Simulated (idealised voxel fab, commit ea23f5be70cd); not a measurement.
Herein follows the process module entitled voxel ribs on slabs.
We display cut, a cross-section 210 nm in width whose square cells are each 5 nm.
Cross-section = grid of square cells, listed top down in bands; band = one or more rows. In this notation a band is specified by the heights of its top and bottom, in that order and in nm, after which its materials appear from left to right, each paired with its width in nm. The word "full width" attached to a single material means that material fills the band from edge to edge; the word "air" stands for empty space. It should be noted that heights are counted from 0, beneath which the wafer as supplied is of one material throughout, and that the lowest band possesses no lower boundary but continues downward, as written in "0 -> down". The notation "30..40" denotes a width that varies across the rows of cells in the band, beginning at the first number in the top row, finishing at the second number in the bottom row, and changing by an identical amount from each row to the next. Where the words "remained unchanged" appear for a step, the cross-section shows no cell changed by that step; every cell remained as before. Empty spaces counting at least 8 cells and having no open way to the top are listed in "Enclosed cavity list". The notation width x height at distance is used for each, the distance being from the left edge and all three values in nm. What comes after the settings on a step's line is commentary from the simulator itself on that step. The "overlay nm" setting may appear on a step's line; for a step that uses a mask, it gives how far to the right of its planned position the mask lay, and a negative value indicates the left.
Below is the list of planned process steps:
1,RECEIVE | material Si
2,DIRECTIONAL_DEP | material SiO2 | thk nm 25
3,DIRECTIONAL_DEP | material SiN | thk nm 25
4,MASKED_ETCH | tone cover | mask id RIB | width nm 15 | etch materials SiN | depth nm 10 | overlay nm 0
5,PATTERN | tone cover | mask id SLAB | material resist | width nm 65 | thk nm 15 | overlay nm 0
6,DIRECTIONAL_ETCH | etch materials SiN | depth nm 15
7,STRIP | etch materials resist
8,FILL_DEP | material SiO2 | thk nm 25
9,CMP | height nm 70
10,DIRECTIONAL_DEP | material TiN | thk nm 5
11,PATTERN | tone cover | mask id HEATER | material resist | width nm 25 | thk nm 20 | overlay nm 0
12,DIRECTIONAL_ETCH | etch materials TiN | depth nm 5
13,STRIP | etch materials resist
14,CONFORMAL_DEP | material SiN | thk nm 10
Cross-sectional view of the wafer in its as-received condition, corresponding to the state after step 1:
    0 -> down  Si full width
    Enclosed cavity list: none
The following cross-section depicts the wafer upon conclusion of the module. Processing commenced from the starting condition illustrated above and adhered to the plan illustrated above, save for one mistake in execution:
    85 -> 80  air: 80  SiN: 45  air: 85
    80 -> 75  SiN full width
    75 -> 70  SiN: 90  TiN: 25  SiN: 95
    70 -> 65  SiO2: 95  SiN: 15  SiO2: 100
    65 -> 50  SiO2: 70  SiN: 65  SiO2: 75
    50 -> 25  SiN full width
    25 -> 0  SiO2 full width
    0 -> down  Si full width
    Enclosed cavity list: none
In executing the process, a mistake was made relative to the plan: plan step 3 ran twice
